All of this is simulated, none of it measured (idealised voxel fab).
The process module presented herein is designated voxel local oxidation.
Square cell edge 5 nm, section width 175 nm, ID cut.
A cross-section in this document is a grid of square cells, and it is written down as bands, the top band listed before the ones below it; a band is made up of one or more rows of cells.
Heads up on the band format: heights come first, top then bottom, in nm. After that it's the materials left to right, each with its width in nm. A single material flagged "edge to edge" fills the whole band edge to edge, and "empty" means there's empty space there.
Height 0 is the level under which the wafer as received is all one material. The lowest band goes on downwards, as in "top 0, no bottom".
Think of "30 to 40" as a width that walks from the first number to the second as you go down the band, top row to bottom row, taking equal-sized steps from row to row.
Where a step carries "same as before", the cross-section came out of it unchanged, cell for cell.
Listed in "Enclosed voids": every empty space of 8 or more cells without an open way to the top. Form: width x height at distance, the distance being from the left edge, all in nm.
That trailing text on a step's line, after the settings, is the simulator's own remark on the step.
overlay nm: right-of-plan distance of the mask on a masked step; negative values mean left-of-plan.

# Steps planned for the process
step 1: RECEIVE, material Si
step 2: OXIDIZE, depth nm 5
step 3: CONFORMAL_DEP, material SiN, thk nm 10
step 4: MASKED_ETCH, tone cover, mask id ACTIVE, width nm 105, etch materials SiN, depth nm 10, overlay nm 0
step 5: SELECTIVE_ETCH, etch materials SiO2, depth nm 5
step 6: OXIDIZE, depth nm 15
step 7: STRIP, etch materials SiN
Same starting wafers, different width nm at step 4. Plan value belongs to the first wafer.

# As received, i.e. after step 1: cross-section through the first of several wafers
top 0, no bottom  Si edge to edge
Enclosed voids: none

# Per wafer, end of module: cells gained (+) or lost (-) per material since receipt, then closed voids
width nm 105, -101 Si, +85 SiO2, Enclosed voids: none
width nm 110, -98 Si, +83 SiO2, Enclosed voids: none
width nm 115, -95 Si, +81 SiO2, Enclosed voids: none
width nm 120, -92 Si, +79 SiO2, Enclosed voids: none
width nm 125, -89 Si, +77 SiO2, Enclosed voids: none
width nm 130, -86 Si, +75 SiO2, Enclosed voids: none
